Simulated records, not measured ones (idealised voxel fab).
Presented below is a process module, voxel ribs on slabs.
Cross-section cut: width 240 nm, square cells of 5 nm.
The cross-sections in this document take the form of a grid made of square cells. They are written out as bands, in order from top to bottom. Each band consists of one or more rows of cells. Read a band's entry like this: the first values are the height of its top and the height of its bottom in nm, and what follows is the sequence of materials from left to right, each with its width in nm. Note that "empty" is empty space, and that a single material marked "all across" reaches across the band from edge to edge. A quick word on heights: they are counted from 0, and under that level the wafer as it came to us is one material throughout. The lowest band is different from the rest in having no bottom; it simply continues downward, written as in "0..down". When a width is written as two numbers, as in "30..40", the first number is the width in the top row of cells of the band and the second is the width in its bottom row, and the width changes by the same amount from each row to the next. Where the words "nothing different" appear for a step, the cross-section shows no cell changed by that step; every cell remained as before. You'll see "Encapsulated voids" listing empty spaces that have no way open to the top, as long as they're 8 cells or more; the notation is width x height at distance, where the distance is from the left edge, and all of it is in nm. That trailing text on a step's line, after the settings, is the simulator's own remark on the step. When a step includes a mask, the "overlay nm" setting on its line states how far to the right of its planned place that mask lay, and negative values state how far to the left.

Plan
1. op RECEIVE | material Si
2. op DIRECTIONAL_DEP | material SiO2 | thk nm 30
3. op DIRECTIONAL_DEP | material SiN | thk nm 25
4. op MASKED_ETCH | tone cover | mask id RIB | width nm 30 | etch materials SiN | depth nm 20 | overlay nm 0
5. op PATTERN | tone cover | mask id SLAB | material resist | width nm 80 | thk nm 20 | overlay nm 0
6. op DIRECTIONAL_ETCH | etch materials SiN | depth nm 5
7. op STRIP | etch materials resist
8. op FILL_DEP | material SiO2 | thk nm 20
9. op CMP | height nm 65
10. op DIRECTIONAL_DEP | material TiN | thk nm 5
11. op MASKED_ETCH | tone cover | mask id HEATER | width nm 30 | etch materials TiN | depth nm 5 | overlay nm 0
12. op CONFORMAL_DEP | material SiO2 | thk nm 10
Variable across wafers: step 11 width nm (plan value is that of the first wafer; starting state common to all).

Incoming state of the first of several wafers in cross-section: after step 1
    0..down  Si all across
    Encapsulated voids: none

Cross-section, first of several wafers, end of module, after last step 12
    80..75  95 empty, then 50 SiO2, then 95 empty
    75..70  SiO2 all across
    70..65  105 SiO2, then 30 TiN, then 105 SiO2
    65..55  SiO2 all across
    55..35  105 SiO2, then 30 SiN, then 105 SiO2
    35..30  80 SiO2, then 80 SiN, then 80 SiO2
    30..0  SiO2 all across
    0..down  Si all across
    Encapsulated voids: none

Last wafer x-sec, end of module
    80..75  85 empty, then 75 SiO2, then 80 empty
    75..70  SiO2 all across
    70..65  95 SiO2, then 55 TiN, then 90 SiO2
    65..55  SiO2 all across
    55..35  105 SiO2, then 30 SiN, then 105 SiO2
    35..30  80 SiO2, then 80 SiN, then 80 SiO2
    30..0  SiO2 all across
    0..down  Si all across
    Encapsulated voids: none

Heads up, this table goes wafer by wafer. A row tells you, at the end of the module, how many cells of each material that wafer has put on (+) or dropped (-) since it was received, and then its closed voids
width nm 30; +40 SiN; +684 SiO2; +6 TiN; Encapsulated voids: none
width nm 35; +40 SiN; +684 SiO2; +7 TiN; Encapsulated voids: none
width nm 40; +40 SiN; +684 SiO2; +8 TiN; Encapsulated voids: none
width nm 45; +40 SiN; +684 SiO2; +9 TiN; Encapsulated voids: none
width nm 50; +40 SiN; +684 SiO2; +10 TiN; Encapsulated voids: none
width nm 55; +40 SiN; +684 SiO2; +11 TiN; Encapsulated voids: none
